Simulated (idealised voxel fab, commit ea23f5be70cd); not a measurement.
The following is a process module called voxel released beams.
Each square cell in cross-section cut measures 5 nm, and the section as a whole is 260 nm wide.
Each cross-section below is a grid of square cells, stated as bands in top-down order, with one or more rows of cells making up each band. Quick guide to a band line: top height, bottom height (nm) up front; then every material left to right with its width in nm. Only one material and it's marked "all across"? Then it fills the band edge to edge. And "empty" just means empty space. Height 0 is the level under which the wafer as received is all one material. The lowest band goes on downwards, as in "top 0, no bottom". Per-row width for "30->40": begins at first number (top row of band), ends at second number (bottom row), increment between rows held constant. "stayed the same" after a step means that no cell of the cross-section changed. Entry "Tabulated closed voids". Content: empty spaces with no open connection to the top, size 8 cells or greater. Each: width x height at distance. Distance: from left edge. Unit: nm. Anything after a step's settings on that line? It's the simulator's own note about the step. Each step line may optionally specify "overlay nm", which for a step with a mask gives the rightward distance between the mask's planned place and where it lay, a negative value indicating the leftward direction.
[The process steps that were planned are listed below]
1. RECEIVE | material Si
2. CONFORMAL_DEP | material Al2O3 | thk nm 5
3. DIRECTIONAL_DEP | material SiO2 | thk nm 10
4. PATTERN | tone open | mask id ANCHOR | material resist | width nm 35 | thk nm 20 | overlay nm 0
5. DIRECTIONAL_ETCH | etch materials SiO2 | depth nm 10
6. STRIP | etch materials resist
7. CONFORMAL_DEP | material SiN | thk nm 10
8. DIRECTIONAL_DEP | material aC | thk nm 15
9. PATTERN | tone cover | mask id BEAM | material resist | width nm 90 | thk nm 35 | overlay nm 0
10. DIRECTIONAL_ETCH | etch materials aC | depth nm 15
11. STRIP | etch materials resist
12. DIRECTIONAL_ETCH | etch materials SiN | depth nm 10
13. STRIP | etch materials aC
14. STRIP | etch materials SiO2
[Cross-section, incoming material, after step 1]
top 0, no bottom | Si all across
Tabulated closed voids: none
[End-of-module cross-section of the first of two wafers, processed as planned]
top 25, bottom 15 | 80 empty / 15 SiN / 15 empty / 60 SiN / 90 empty
top 15, bottom 5 | 85 empty / 35 SiN / 140 empty
top 5, bottom 0 | Al2O3 all across
top 0, no bottom | Si all across
Tabulated closed voids: none
[End-of-module cross-section of the second wafer: identical starting point and process plan to the first, with one processing mistake]
top 20, bottom 10 | 80 empty / 15 SiN / 15 empty / 60 SiN / 90 empty
top 10, bottom 0 | 85 empty / 35 SiN / 140 empty
top 0, no bottom | Si all across
Tabulated closed voids: none
The plan and the run diverged here: the run left out plan step 2 entirely, so it was never executed
at the end the second wafer has, in cells: Al2O3: 52 fewer
